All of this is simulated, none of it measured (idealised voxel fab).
You're looking at the process module voxel ribs on slabs.
Square cells of 5 nm make up the cross-section cut, whose width is 190 nm.
Format of a cross-section: grid, square cells. Given as bands. Order: top down. Band: one or more rows of cells. In this notation a band is specified by the heights of its top and bottom, in that order and in nm, after which its materials appear from left to right, each paired with its width in nm. The word "throughout" attached to a single material means that material fills the band from edge to edge; the word "blank" stands for empty space. Height datum 0, below which the as-received substrate wafer is one material. Lowest band open at the bottom, running downward: "0..down". A two-number width, for instance "30..40", indicates that the width is equal to the first number in the top row of the band and to the second number in the bottom row, and that it changes by a constant amount per row of cells. The cross-section has no changed cell in any step marked "remained unchanged". Empty spaces without an open route to the top, at least 8 cells in extent, make up the entry "Closed-off voids"; each is given as width x height at distance, where the distance is measured from the left edge, and all are in nm. Step line, after settings: the simulator's comment on this step. overlay nm: for a step with a mask, the amount by which the mask lay right of where it was planned; a negative amount means left of it.

These are the steps we planned for the process
1) RECEIVE (material Si)
2) DIRECTIONAL_DEP (material SiO2; thk nm 25)
3) DIRECTIONAL_DEP (material SiN; thk nm 15)
4) PATTERN (tone cover; mask id RIB; material resist; width nm 30; thk nm 20; overlay nm 0)
5) DIRECTIONAL_ETCH (etch materials SiN; depth nm 5)
6) STRIP (etch materials resist)
7) MASKED_ETCH (tone cover; mask id SLAB; width nm 80; etch materials SiN; depth nm 10; overlay nm 0)
8) FILL_DEP (material SiO2; thk nm 20)
9) CMP (height nm 50)
10) DIRECTIONAL_DEP (material TiN; thk nm 10)
11) PATTERN (tone cover; mask id HEATER; material resist; width nm 40; thk nm 20; overlay nm 0)
12) DIRECTIONAL_ETCH (etch materials TiN; depth nm 10)
13) STRIP (etch materials resist)
14) CONFORMAL_DEP (material SiN; thk nm 5)

Cross-section of the wafer upon arrival, representing the state reached after step 1
0..down | Si throughout
Closed-off voids: none

Cross-section: first of two wafers, module finished, run according to plan
65..60 | blank (70), SiN (50), blank (70)
60..55 | blank (70), SiN (5), TiN (40), SiN (5), blank (70)
55..50 | SiN (75), TiN (40), SiN (75)
50..40 | SiO2 throughout
40..35 | SiO2 (80), SiN (30), SiO2 (80)
35..25 | SiO2 (55), SiN (80), SiO2 (55)
25..0 | SiO2 throughout
0..down | Si throughout
Closed-off voids: none

Cross-sectional image of the second wafer of the two following completion of the module. Starting state and process plan were the same as for the first wafer; one execution error occurred
60..50 | blank (75), TiN (40), blank (75)
50..40 | SiO2 throughout
40..35 | SiO2 (80), SiN (30), SiO2 (80)
35..25 | SiO2 (55), SiN (80), SiO2 (55)
25..0 | SiO2 throughout
0..down | Si throughout
Closed-off voids: none
In executing the process, a mistake was made relative to the plan: step 14 of the plan got skipped, so it never ran
Materials where the second wafer ends with more or fewer cells than the first: SiN -42
